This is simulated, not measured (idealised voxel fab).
You're looking at the process module voxel capacitor over wiring.
180 nm wide, 5 nm square cells: that's cross-section cut.
Square cells in a grid make up a cross-section in this document, and the grid is given as bands, listed from the top down, each one or more rows of cells.
Heights first: top, then bottom, in nm. Then materials, left to right, each with a width in nm. "full width" on a single material: fills the band edge to edge. "blank": empty space.
Heights are measured from 0, the level below which the as-received wafer is all one material; the lowest band has no bottom and continues downward, written as in "z 0 and below".
You'd read "30 to 40" like this: the band's top row of cells is as wide as the first number, its bottom row is as wide as the second, and going down, every row changes width by the same amount as the row before did.
"nothing altered" after a step means that no cell of the cross-section changed.
"Sealed cavities" contains a list of empty spaces, each no smaller than 8 cells and without an open way to the top, written in the form width x height at distance with the distance from the left edge and all three in nm.
Step line, after settings: the simulator's comment on this step.
On any step carrying a mask, the "overlay nm" setting, if present on the step's line, tells how far right of its planned place the mask lay; negative values point to the left.

[Set out below are the planned steps of the process]
1: RECEIVE (material Si)
2: CONFORMAL_DEP (material SiO2; thk nm 15)
3: CONFORMAL_DEP (material SiN; thk nm 5)
4: DIRECTIONAL_DEP (material lowk; thk nm 15)
5: PATTERN (tone open; mask id METAL_1; material resist; width nm 30; pitch nm 85; thk nm 20; overlay nm 0)
6: DIRECTIONAL_ETCH (etch materials lowk; depth nm 15)
7: DIRECTIONAL_ETCH (etch materials SiN; depth nm 5)
8: STRIP (etch materials resist)
9: CONFORMAL_DEP (material TiN; thk nm 5)
10: FILL_DEP (material Ru; thk nm 10)
11: CMP (height nm 35)
12: CONFORMAL_DEP (material SiCN; thk nm 5)
13: DIRECTIONAL_DEP (material lowk; thk nm 15)
14: DIRECTIONAL_DEP (material aC; thk nm 10)
15: PATTERN (tone open; mask id PLUG_1; material resist; width nm 15; thk nm 25; overlay nm 0)
16: DIRECTIONAL_ETCH (etch materials aC; depth nm 10)
17: STRIP (etch materials resist)
18: DIRECTIONAL_ETCH (etch materials lowk; depth nm 5)
19: DIRECTIONAL_ETCH (etch materials SiCN; depth nm 5)
20: STRIP (etch materials aC)
21: CONFORMAL_DEP (material TiN; thk nm 5)
22: FILL_DEP (material W; thk nm 10)
23: CMP (height nm 55)
24: DIRECTIONAL_DEP (material TiN; thk nm 5)
25: DIRECTIONAL_DEP (material Al2O3; thk nm 5)
26: DIRECTIONAL_DEP (material TiN; thk nm 10)
27: PATTERN (tone cover; mask id UPPER_PLATE; material resist; width nm 60; thk nm 15; overlay nm 0)
28: DIRECTIONAL_ETCH (etch materials TiN; depth nm 10)
29: DIRECTIONAL_ETCH (etch materials Al2O3; depth nm 5)
30: STRIP (etch materials resist)
31: MASKED_ETCH (tone cover; mask id LOWER_PLATE; width nm 70; etch materials TiN; depth nm 5; overlay nm 0)
32: FILL_DEP (material SiO2; thk nm 20)
33: CMP (height nm 90)
34: MASKED_ETCH (tone open; mask id PLUG_2; width nm 15; etch materials SiO2; depth nm 15; overlay nm 0)
35: CONFORMAL_DEP (material TiN; thk nm 5)
36: FILL_DEP (material W; thk nm 10)
37: CMP (height nm 90)
38: CONFORMAL_DEP (material SiN; thk nm 5)
The wafers in this document start out alike and differ in the depth nm applied at step 18; the plan shows the value used for the first wafer.

[First of several wafers, received after step 1, in cross-section]
- z 0 and below | Si full width
- Sealed cavities: none

[The figure below presents a cross-section of the first of several wafers at the conclusion of the module, following its last step, step 38]
- z 95 to 90 | SiN full width
- z 90 to 80 | SiO2 (55) | TiN (5) | W (5) | TiN (5) | SiO2 (110)
- z 80 to 75 | SiO2 (55) | TiN (15) | SiO2 (110)
- z 75 to 65 | SiO2 (45) | TiN (60) | SiO2 (75)
- z 65 to 60 | SiO2 (45) | Al2O3 (60) | SiO2 (75)
- z 60 to 55 | SiO2 (40) | TiN (70) | SiO2 (70)
- z 55 to 50 | lowk (45) | TiN (15) | lowk (120)
- z 50 to 40 | lowk full width
- z 40 to 35 | SiCN full width
- z 35 to 20 | lowk (30) | TiN (5) | Ru (20) | TiN (5) | lowk (55) | TiN (5) | Ru (20) | TiN (5) | lowk (35)
- z 20 to 15 | SiN (30) | TiN (30) | SiN (55) | TiN (30) | SiN (35)
- z 15 to 0 | SiO2 full width
- z 0 and below | Si full width
- Sealed cavities: none

[So this is the cross-section on the last wafer at the end of the module]
- z 95 to 90 | SiN full width
- z 90 to 80 | SiO2 (55) | TiN (5) | W (5) | TiN (5) | SiO2 (110)
- z 80 to 75 | SiO2 (55) | TiN (15) | SiO2 (110)
- z 75 to 65 | SiO2 (45) | TiN (60) | SiO2 (75)
- z 65 to 60 | SiO2 (45) | Al2O3 (60) | SiO2 (75)
- z 60 to 55 | SiO2 (40) | TiN (70) | SiO2 (70)
- z 55 to 40 | lowk (45) | TiN (5) | W (5) | TiN (5) | lowk (120)
- z 40 to 35 | SiCN (45) | TiN (15) | SiCN (120)
- z 35 to 20 | lowk (30) | TiN (5) | Ru (20) | TiN (5) | lowk (55) | TiN (5) | Ru (20) | TiN (5) | lowk (35)
- z 20 to 15 | SiN (30) | TiN (30) | SiN (55) | TiN (30) | SiN (35)
- z 15 to 0 | SiO2 full width
- z 0 and below | Si full width
- Sealed cavities: none

[Heads up, this table goes wafer by wafer. A row tells you, at the end of the module, how many cells of each material that wafer has put on (+) or dropped (-) since it was received, and then its closed voids]
depth nm 5; +12 Al2O3; +24 Ru; +36 SiCN; +60 SiN; +301 SiO2; +72 TiN; +2 W; +177 lowk; Sealed cavities: none
depth nm 10; +12 Al2O3; +24 Ru; +36 SiCN; +60 SiN; +301 SiO2; +74 TiN; +3 W; +174 lowk; Sealed cavities: none
depth nm 15; +12 Al2O3; +24 Ru; +33 SiCN; +60 SiN; +301 SiO2; +78 TiN; +5 W; +171 lowk; Sealed cavities: none
depth nm 20; +12 Al2O3; +24 Ru; +33 SiCN; +60 SiN; +301 SiO2; +78 TiN; +5 W; +171 lowk; Sealed cavities: none
depth nm 25; +12 Al2O3; +24 Ru; +33 SiCN; +60 SiN; +301 SiO2; +78 TiN; +5 W; +171 lowk; Sealed cavities: none
depth nm 30; +12 Al2O3; +24 Ru; +33 SiCN; +60 SiN; +301 SiO2; +78 TiN; +5 W; +171 lowk; Sealed cavities: none
